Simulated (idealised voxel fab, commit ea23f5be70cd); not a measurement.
The name of this process module is voxel released beams.
Cross-sectional view cut (width: 295 nm; square cell size: 5 nm).
Reading order for cross-sections: top band down to bottom band. Underlying form: a grid of square cells. Band size: one or more rows of cells. The band entry comprises the height of the band's top followed by the height of its bottom, expressed in nm, and subsequently the band's materials from left to right, each stated together with its width in nm. Where a single material is marked with the word "edge to edge", that material fills the band from edge to edge. The word "air" represents empty space. For the purposes of this specification, 0 denotes the height below which the wafer in its as-received condition is composed wholly of one material, and the lowermost band, lacking a lower limit, extends downward without end, as expressed in "from 0 down". Quick explanation for "30->40": the width changes in equal steps down the rows of cells, from the first number in the band's top row to the second number in its bottom row. Given "no change occurred" for a step, no cell of the cross-section differs between before and after that step. Entry "Unvented cavities" = empty spaces >= 8 cells with no open way to the top; each as width x height at distance, distance from left edge, all nm. Formally, on a step line, whatever follows the settings is a remark that the simulator itself makes on the step. overlay nm: on a step with a mask, how far right of its planned place the mask lay; negative means left.

List of planned process steps
| 1 | RECEIVE,material Si |
| 2 | CONFORMAL_DEP,material Al2O3,thk nm 10 |
| 3 | DIRECTIONAL_DEP,material SiO2,thk nm 20 |
| 4 | MASKED_ETCH,tone open,mask id ANCHOR,width nm 35,etch materials SiO2,depth nm 20,overlay nm 0 |
| 5 | CONFORMAL_DEP,material W,thk nm 10 |
| 6 | DIRECTIONAL_DEP,material aC,thk nm 15 |
| 7 | PATTERN,tone cover,mask id BEAM,material resist,width nm 115,thk nm 35,overlay nm 0 |
| 8 | DIRECTIONAL_ETCH,etch materials aC,depth nm 15 |
| 9 | STRIP,etch materials resist |
| 10 | DIRECTIONAL_ETCH,etch materials W,depth nm 10 |
| 11 | STRIP,etch materials aC |
| 12 | STRIP,etch materials SiO2 |

On the first of the two wafers: run conducted according to plan

Cross-section, incoming material, after step 1
  from 0 down | Si edge to edge
  Unvented cavities: none

Wafer after step 2 (cross-section)
  from 10 to 0 | Al2O3 edge to edge
  Under 0: no change, same as before.

Wafer after step 3 (cross-section)
  from 30 to 10 | SiO2 edge to edge
  Under 10: no change, same as before.

Wafer after step 4 (cross-section)
  from 30 to 10 | 90 SiO2, 35 air, 170 SiO2
  Under 10: no change, same as before.

Wafer after step 5 (cross-section)
  from 40 to 30 | 100 W, 15 air, 180 W
  from 30 to 20 | 90 SiO2, 10 W, 15 air, 10 W, 170 SiO2
  from 20 to 10 | 90 SiO2, 35 W, 170 SiO2
  Under 10: no change, same as before.

Wafer after step 6 (cross-section)
  from 55 to 40 | 100 aC, 15 air, 180 aC
  from 40 to 35 | 100 W, 15 air, 180 W
  from 35 to 30 | 100 W, 15 aC, 180 W
  from 30 to 20 | 90 SiO2, 10 W, 15 aC, 10 W, 170 SiO2
  Under 20: no change, same as before.

Wafer after step 7 (cross-section)
  from 90 to 55 | 85 air, 115 resist, 95 air
  from 55 to 40 | 100 aC, 15 resist, 180 aC
  from 40 to 35 | 100 W, 15 resist, 180 W
  Under 35: no change, same as before.

Wafer after step 8 (cross-section)
  from 75 to 55 | 85 air, 115 resist, 95 air
  from 55 to 40 | 85 air, 15 aC, 15 resist, 85 aC, 95 air
  Under 40: no change, same as before.

Wafer after step 9 (cross-section)
  from 55 to 40 | 85 air, 15 aC, 15 air, 85 aC, 95 air
  from 40 to 35 | 100 W, 15 air, 180 W
  Under 35: no change, same as before.

Wafer after step 10 (cross-section)
  from 55 to 40 | 85 air, 15 aC, 15 air, 85 aC, 95 air
  from 40 to 35 | 85 air, 15 W, 15 air, 85 W, 95 air
  from 35 to 30 | 85 air, 15 W, 15 aC, 85 W, 95 air
  Under 30: no change, same as before.

Wafer after step 11 (cross-section)
  from 40 to 30 | 85 air, 15 W, 15 air, 85 W, 95 air
  from 30 to 20 | 90 SiO2, 10 W, 15 air, 10 W, 170 SiO2
  Under 20: no change, same as before.

Wafer after step 12 (cross-section)
  from 40 to 30 | 85 air, 15 W, 15 air, 85 W, 95 air
  from 30 to 20 | 90 air, 10 W, 15 air, 10 W, 170 air
  from 20 to 10 | 90 air, 35 W, 170 air
  Under 10: no change, same as before.

Wafer two. Same start, same plan, one slip in execution. Same as wafer one through step 1, inclusive

Here is the second wafer in cross-section at the point where step 2 of the plan should have been done
  from 10 to 0 | SiO2 edge to edge
  Under 0: no change, same as before.

Here is the second wafer in cross-section at the point where step 3 of the plan should have been done
  from 30 to 0 | SiO2 edge to edge
  Under 0: no change, same as before.

Here is the second wafer in cross-section at the point where step 4 of the plan should have been done
  from 30 to 10 | 90 SiO2, 35 air, 170 SiO2
  Under 10: no change, same as before.

Here is the second wafer in cross-section at the point where step 5 of the plan should have been done
  from 40 to 30 | 100 W, 15 air, 180 W
  from 30 to 20 | 90 SiO2, 10 W, 15 air, 10 W, 170 SiO2
  from 20 to 10 | 90 SiO2, 35 W, 170 SiO2
  Under 10: no change, same as before.

Here is the second wafer in cross-section at the point where step 6 of the plan should have been done
  from 55 to 40 | 100 aC, 15 air, 180 aC
  from 40 to 35 | 100 W, 15 air, 180 W
  from 35 to 30 | 100 W, 15 aC, 180 W
  from 30 to 20 | 90 SiO2, 10 W, 15 aC, 10 W, 170 SiO2
  Under 20: no change, same as before.

Here is the second wafer in cross-section at the point where step 7 of the plan should have been done
  from 90 to 55 | 85 air, 115 resist, 95 air
  from 55 to 40 | 100 aC, 15 resist, 180 aC
  from 40 to 35 | 100 W, 15 resist, 180 W
  Under 35: no change, same as before.

Here is the second wafer in cross-section at the point where step 8 of the plan should have been done
  from 75 to 55 | 85 air, 115 resist, 95 air
  from 55 to 40 | 85 air, 15 aC, 15 resist, 85 aC, 95 air
  Under 40: no change, same as before.

Here is the second wafer in cross-section at the point where step 9 of the plan should have been done
  from 55 to 40 | 85 air, 15 aC, 15 air, 85 aC, 95 air
  from 40 to 35 | 100 W, 15 air, 180 W
  Under 35: no change, same as before.

Here is the second wafer in cross-section at the point where step 10 of the plan should have been done
  from 55 to 40 | 85 air, 15 aC, 15 air, 85 aC, 95 air
  from 40 to 35 | 85 air, 15 W, 15 air, 85 W, 95 air
  from 35 to 30 | 85 air, 15 W, 15 aC, 85 W, 95 air
  Under 30: no change, same as before.

Here is the second wafer in cross-section at the point where step 11 of the plan should have been done
  from 40 to 30 | 85 air, 15 W, 15 air, 85 W, 95 air
  from 30 to 20 | 90 SiO2, 10 W, 15 air, 10 W, 170 SiO2
  Under 20: no change, same as before.

Here is the second wafer in cross-section at the point where step 12 of the plan should have been done
  from 0 down | Si edge to edge
Error vs. plan: contrary to plan, step 2 was performed as CONFORMAL_DEP,material SiO2,thk nm 10
The second wafer ends with more or fewer cells of some materials than the first, per final count: Al2O3 -118 | W -62
